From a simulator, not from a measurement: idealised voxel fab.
Process module under the name voxel self aligned vias
Pictured: cross-section cut, 265 nm wide, on a grid of 5 nm square cells.
Format of a cross-section: grid, square cells. Given as bands. Order: top down. Band: one or more rows of cells.
The band entry comprises the height of the band's top followed by the height of its bottom, expressed in nm, and subsequently the band's materials from left to right, each stated together with its width in nm. Where a single material is marked with the word "full width", that material fills the band from edge to edge. The word "empty" represents empty space.
Height is counted from the level 0, under which the received wafer is composed throughout of one material. The lowest of the bands is not closed at the bottom but continues downward, in the notation "top 0, no bottom".
Note: "30->40" means the width goes from the first number (top row of the band) to the second number (bottom row) in equal steps per row of cells.
Basically "remains unaltered" means that step didn't change any cell in the cross-section.
"Sealed internal cavities" - sealed voids, min. 8 cells, no opening to top; format: width x height at distance (distance from left edge; nm throughout).
after a step's settings: what the simulator itself notes on the step
overlay nm: how far to the right of its planned place the mask lay on this masked step (negative: to the left).

### Steps in the process plan
1 RECEIVE [material Si]
2 CONFORMAL_DEP [material SiO2] [thk nm 15]
3 CONFORMAL_DEP [material SiCN] [thk nm 5]
4 DIRECTIONAL_DEP [material SiO2] [thk nm 25]
5 PATTERN [tone open] [mask id LINES] [material resist] [width nm 30] [pitch nm 70] [thk nm 20] [overlay nm 0]
6 DIRECTIONAL_ETCH [etch materials SiO2] [depth nm 25]
7 STRIP [etch materials resist]
8 CONFORMAL_DEP [material TiN] [thk nm 5]
9 FILL_DEP [material Ru] [thk nm 5]
10 CMP [height nm 45]
11 SELECTIVE_ETCH [etch materials W Ru TiN] [depth nm 10]
12 FILL_DEP [material SiN] [thk nm 10]
13 CMP [height nm 45]
14 DIRECTIONAL_DEP [material SiO2] [thk nm 15]
15 DIRECTIONAL_DEP [material aC] [thk nm 15]
16 PATTERN [tone open] [mask id VIAS] [material resist] [width nm 40] [pitch nm 70] [thk nm 35] [overlay nm 0]
17 DIRECTIONAL_ETCH [etch materials aC] [depth nm 15]
18 STRIP [etch materials resist]
19 DIRECTIONAL_ETCH [etch materials SiO2] [depth nm 15]
20 DIRECTIONAL_ETCH [etch materials SiN] [depth nm 10]
21 STRIP [etch materials aC]
22 CONFORMAL_DEP [material TiN] [thk nm 5]
23 FILL_DEP [material W] [thk nm 10]
24 CMP [height nm 60]
25 CONFORMAL_DEP [material SiCN] [thk nm 5]

### As received (post step 1): cross-section
top 0, no bottom = Si full width
Sealed internal cavities: none

### Look at the cross-section after the module: the wafer started out the way shown above and the plan was the one shown above, yet one mistake was made along the way
top 65, bottom 60 = SiCN full width
top 60, bottom 50 = SiO2 40; TiN 5; W 30; TiN 5; SiO2 30; TiN 5; W 30; TiN 5; SiO2 30; TiN 5; W 30; TiN 5; SiO2 45
top 50, bottom 45 = SiO2 40; TiN 40; SiO2 30; TiN 40; SiO2 30; TiN 40; SiO2 45
top 45, bottom 40 = SiCN full width
top 40, bottom 0 = SiO2 full width
top 0, no bottom = Si full width
Sealed internal cavities: none
The mistake made against the process plan was this: swap of plan steps 3 and 4 during execution
